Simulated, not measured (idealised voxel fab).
Process module under the name voxel wiring stack
Cross-section cut: width 155 nm, square cells of 5 nm.
Reading order for cross-sections: top band down to bottom band. Underlying form: a grid of square cells. Band size: one or more rows of cells.
The entry gives the band's vertical extent as a top height and a bottom height in nm, then its horizontal make-up as materials from left to right, each with a width in nm. "air" stands for empty space; a single material marked "throughout" fills the band edge to edge.
A quick word on heights: they are counted from 0, and under that level the wafer as it came to us is one material throughout. The lowest band is different from the rest in having no bottom; it simply continues downward, written as in "z 0 and below".
So if you see something like "30 to 40" for the width, read it as the top row of the band sitting at the first number and the bottom row at the second, with every row in between moving by the same amount as the last.
"no alterations made" after a step means that no cell of the cross-section changed.
"Closed internal voids" - sealed voids, min. 8 cells, no opening to top; format: width x height at distance (distance from left edge; nm throughout).
If you see something after the settings on a step's line, that's the simulator's own remark about that step.
What "overlay nm" on a step's line means: if the step has a mask, that mask lay this far to the right of its planned place, or, when the value is negative, to the left.

-- List of planned process steps
- 1: RECEIVE,material Si
- 2: CONFORMAL_DEP,material SiO2,thk nm 10
- 3: DIRECTIONAL_DEP,material TiN,thk nm 5
- 4: DIRECTIONAL_DEP,material Ru,thk nm 15
- 5: MASKED_ETCH,tone cover,mask id METAL_1,width nm 25,pitch nm 45,etch materials Ru,depth nm 15,overlay nm 0
- 6: MASKED_ETCH,tone cover,mask id METAL_1,width nm 25,pitch nm 45,etch materials TiN,depth nm 5,overlay nm 0
- 7: FILL_DEP,material lowk,thk nm 5
- 8: CMP,height nm 30
- 9: CONFORMAL_DEP,material SiCN,thk nm 5
- 10: DIRECTIONAL_DEP,material lowk,thk nm 10
- 11: MASKED_ETCH,tone open,mask id PLUG_1,width nm 15,pitch nm 45,etch materials lowk,depth nm 10,overlay nm 0
- 12: MASKED_ETCH,tone open,mask id PLUG_1,width nm 15,pitch nm 45,etch materials SiCN,depth nm 5,overlay nm 0
- 13: EPI,material Ru,thk nm 10
- 14: EPI,material Ru,thk nm 5
- 15: CONFORMAL_DEP,material SiCN,thk nm 5
- 16: DIRECTIONAL_DEP,material SiO2,thk nm 25
- 17: PATTERN,tone open,mask id METAL_2,material resist,width nm 25,pitch nm 45,thk nm 20,overlay nm 0
- 18: DIRECTIONAL_ETCH,etch materials SiO2,depth nm 25
- 19: DIRECTIONAL_ETCH,etch materials SiCN,depth nm 5
- 20: STRIP,etch materials resist
- 21: CONFORMAL_DEP,material TiN,thk nm 5
- 22: FILL_DEP,material Ru,thk nm 10
- 23: CMP,height nm 75
- 24: CONFORMAL_DEP,material SiCN,thk nm 5
- 25: DIRECTIONAL_DEP,material SiO2,thk nm 35
- 26: PATTERN,tone open,mask id METAL_3,material resist,width nm 25,pitch nm 45,thk nm 20,overlay nm 0
- 27: DIRECTIONAL_ETCH,etch materials SiO2,depth nm 20
- 28: STRIP,etch materials resist
- 29: MASKED_ETCH,tone open,mask id METAL_3_HOLES,width nm 15,pitch nm 90,etch materials SiO2,depth nm 15,overlay nm 0
- 30: MASKED_ETCH,tone open,mask id METAL_3_HOLES,width nm 15,pitch nm 90,etch materials SiCN,depth nm 5,overlay nm 0
- 31: CONFORMAL_DEP,material TiN,thk nm 5
- 32: FILL_DEP,material Cu,thk nm 5
- 33: CMP,height nm 115
- 34: CONFORMAL_DEP,material SiN,thk nm 5

-- Shown in cross-section is the wafer as received, that is, as it stands after step 1
z 0 and below | Si throughout
Closed internal voids: none

-- Starting structure and process plan are as shown above, but one mistake was made in running the module; the wafer cross-section at the end of the module follows
z 120 to 115 | SiN throughout
z 115 to 110 | SiO2=20, then TiN=5, then Cu=5, then TiN=15, then SiO2=20, then TiN=25, then SiO2=20, then TiN=5, then Cu=5, then TiN=15, then SiO2=20
z 110 to 95 | SiO2=20, then TiN=5, then Cu=5, then TiN=5, then SiO2=75, then TiN=5, then Cu=5, then TiN=5, then SiO2=30
z 95 to 90 | SiCN=20, then TiN=15, then SiCN=75, then TiN=15, then SiCN=30
z 90 to 80 | Ru throughout
z 80 to 75 | TiN=25, then Ru=15, then TiN=30, then Ru=15, then TiN=30, then Ru=15, then TiN=25
z 75 to 50 | SiO2=20, then TiN=5, then Ru=15, then TiN=5, then SiO2=20, then TiN=5, then Ru=15, then TiN=5, then SiO2=20, then TiN=5, then Ru=15, then TiN=5, then SiO2=20
z 50 to 45 | SiCN=20, then TiN=25, then SiCN=20, then TiN=25, then SiCN=20, then TiN=25, then SiCN=20
z 45 to 35 | lowk=20, then Ru=15, then lowk=30, then Ru=15, then lowk=30, then Ru=15, then lowk=30
z 35 to 30 | SiCN=20, then Ru=15, then SiCN=30, then Ru=15, then SiCN=30, then Ru=15, then SiCN=30
z 30 to 15 | lowk=20, then Ru=25, then lowk=20, then Ru=25, then lowk=20, then Ru=25, then lowk=20
z 15 to 10 | lowk=20, then TiN=25, then lowk=20, then TiN=25, then lowk=20, then TiN=25, then lowk=20
z 10 to 0 | SiO2 throughout
z 0 and below | Si throughout
Closed internal voids: none
Short version of what went wrong: step 23 of the plan got skipped, so it never ran
